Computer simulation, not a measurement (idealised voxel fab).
The following is a process module called voxel quadruple lines.
Section shown: cut. Width: 140 nm. Cell size: 5 nm, square.
Each cross-section below is a grid of square cells, stated as bands in top-down order, with one or more rows of cells making up each band.
The band entry comprises the height of the band's top followed by the height of its bottom, expressed in nm, and subsequently the band's materials from left to right, each stated together with its width in nm. Where a single material is marked with the word "throughout", that material fills the band from edge to edge. The word "empty" represents empty space.
Height is counted from the level 0, under which the received wafer is composed throughout of one material. The lowest of the bands is not closed at the bottom but continues downward, in the notation "from 0 down".
You'd read "30 to 40" like this: the band's top row of cells is as wide as the first number, its bottom row is as wide as the second, and going down, every row changes width by the same amount as the row before did.
Reading "stayed the same" for a step: not a cell of the cross-section changed in it.
Look at "Closed void list" for the closed voids: empty spaces with no open path to the top, sized 8 cells or up. Each is width x height at distance, distance from the left edge, all nm.
It should be noted that, on the line of a given step, the content following the step's settings is a remark produced by the simulator itself with respect to that step.
The optional step-line setting "overlay nm" applies to steps with a mask and quantifies how far to the right of its planned location the mask lay, a negative value indicating leftward placement.
# The steps planned for the process are as follows
1) op RECEIVE | material Si
2) op CONFORMAL_DEP | material SiO2 | thk nm 5
3) op DIRECTIONAL_DEP | material TiN | thk nm 10
4) op DIRECTIONAL_DEP | material polySi | thk nm 15
5) op DIRECTIONAL_DEP | material aC | thk nm 20
6) op PATTERN | tone cover | mask id MANDREL | material resist | width nm 35 | thk nm 25 | overlay nm 0
7) op DIRECTIONAL_ETCH | etch materials aC | depth nm 20
8) op STRIP | etch materials resist
9) op CONFORMAL_DEP | material SiO2 | thk nm 15
10) op DIRECTIONAL_ETCH | etch materials SiO2 | depth nm 15
11) op STRIP | etch materials aC
12) op DIRECTIONAL_ETCH | etch materials polySi | depth nm 15
13) op STRIP | etch materials SiO2
14) op CONFORMAL_DEP | material SiCN | thk nm 10
15) op DIRECTIONAL_ETCH | etch materials SiCN | depth nm 10
16) op STRIP | etch materials polySi
17) op DIRECTIONAL_ETCH | etch materials TiN | depth nm 10
18) op STRIP | etch materials SiCN
19) op FILL_DEP | material SiO2 | thk nm 10
20) op CMP | height nm 15
# Here's what the wafer looked like in cross-section when it arrived - that's after step 1
from 0 down | Si throughout
Closed void list: none
# End-of-module XS, first of two wafers, run as planned
from 15 to 5 | 25 of SiO2, 10 of TiN, 15 of SiO2, 10 of TiN, 15 of SiO2, 10 of TiN, 15 of SiO2, 10 of TiN, 30 of SiO2
from 5 to 0 | SiO2 throughout
from 0 down | Si throughout
Closed void list: none
# Cross-sectional image of the second wafer of the two following completion of the module. Starting state and process plan were the same as for the first wafer; one execution error occurred
from 15 to 5 | 20 of SiO2, 10 of TiN, 15 of SiO2, 10 of TiN, 15 of SiO2, 10 of TiN, 15 of SiO2, 10 of TiN, 35 of SiO2
from 5 to 0 | SiO2 throughout
from 0 down | Si throughout
Closed void list: none
Which mistake was made when the wafer was run? step 6 was not run as planned; what actually ran was op PATTERN | tone cover | mask id MANDREL | material resist | width nm 35 | thk nm 25 | overlay nm -5
Upon completion, the cell count for each material on the second wafer equals that on the first, whereas the spatial distribution of those cells differs.
